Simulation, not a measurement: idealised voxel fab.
The document below concerns the process module designated voxel plated lines.
Shown is cross-section cut, with a width of 240 nm and square cells of size 5 nm.
Format of a cross-section: grid, square cells. Given as bands. Order: top down. Band: one or more rows of cells.
Band: top and bottom heights (nm) first, top before bottom; then materials from left to right, widths in nm. "throughout" marks a sole material filling the band edge to edge. "air" denotes empty space.
Measure heights from 0. That's the level where, below it, the as-received wafer is all one material. The lowest band is bottomless and extends downward; write it as in "z 0 and below".
The notation "30->40" denotes a width that varies across the rows of cells in the band, beginning at the first number in the top row, finishing at the second number in the bottom row, and changing by an identical amount from each row to the next.
No cell of the cross-section changed in a step that is given as "nothing altered".
"Enclosed internal voids" enumerates empty spaces isolated from the top, with no open way to it, that contain at least 8 cells, giving each as width x height at distance from the left edge, all three in nm.
That trailing text on a step's line, after the settings, is the simulator's own remark on the step.
"overlay nm" denotes, for a step that has a mask, the displacement of the mask to the right of its planned place, with negative values corresponding to the left.

**Intended process steps**
1) RECEIVE (material Si)
2) CONFORMAL_DEP (material SiO2; thk nm 5)
3) DIRECTIONAL_DEP (material TiN; thk nm 5)
4) PATTERN (tone open; mask id LINES; material resist; width nm 20; pitch nm 50; thk nm 15; overlay nm 0)
5) EPI (material Ru; thk nm 5)
6) STRIP (etch materials resist)
7) DIRECTIONAL_ETCH (etch materials TiN; depth nm 5)
8) CONFORMAL_DEP (material SiN; thk nm 5)

**Cross-section of the wafer upon arrival, representing the state reached after step 1**
z 0 and below: Si throughout
Enclosed internal voids: none

**The first of the two wafers as seen in cross-section once the module was finished; processing followed the plan**
z 20 to 15: air (30) | SiN (30) | air (20) | SiN (30) | air (20) | SiN (30) | air (20) | SiN (30) | air (30)
z 15 to 10: air (30) | SiN (5) | Ru (20) | SiN (5) | air (20) | SiN (5) | Ru (20) | SiN (5) | air (20) | SiN (5) | Ru (20) | SiN (5) | air (20) | SiN (5) | Ru (20) | SiN (5) | air (30)
z 10 to 5: SiN (35) | TiN (20) | SiN (30) | TiN (20) | SiN (30) | TiN (20) | SiN (30) | TiN (20) | SiN (35)
z 5 to 0: SiO2 throughout
z 0 and below: Si throughout
Enclosed internal voids: none

**End of module, second wafer, cross-section. Started like the first, planned like the first, run with one mistake**
z 20 to 15: SiN (40) | air (10) | SiN (40) | air (10) | SiN (40) | air (10) | SiN (40) | air (10) | SiN (40)
z 15 to 10: Ru (35) | SiN (5) | air (10) | SiN (5) | Ru (30) | SiN (5) | air (10) | SiN (5) | Ru (30) | SiN (5) | air (10) | SiN (5) | Ru (30) | SiN (5) | air (10) | SiN (5) | Ru (35)
z 10 to 5: TiN (35) | SiN (20) | TiN (30) | SiN (20) | TiN (30) | SiN (20) | TiN (30) | SiN (20) | TiN (35)
z 5 to 0: SiO2 throughout
z 0 and below: Si throughout
Enclosed internal voids: none
It is concluded that the wafer was processed incorrectly with respect to the plan, in that not per plan at step 4, really ran PATTERN (tone cover; mask id LINES; material resist; width nm 20; pitch nm 50; thk nm 15; overlay nm 0)
Wrapping up, a cell-based count of both wafers puts the second over or under the first for these materials: Ru: 16 more, TiN: 16 more
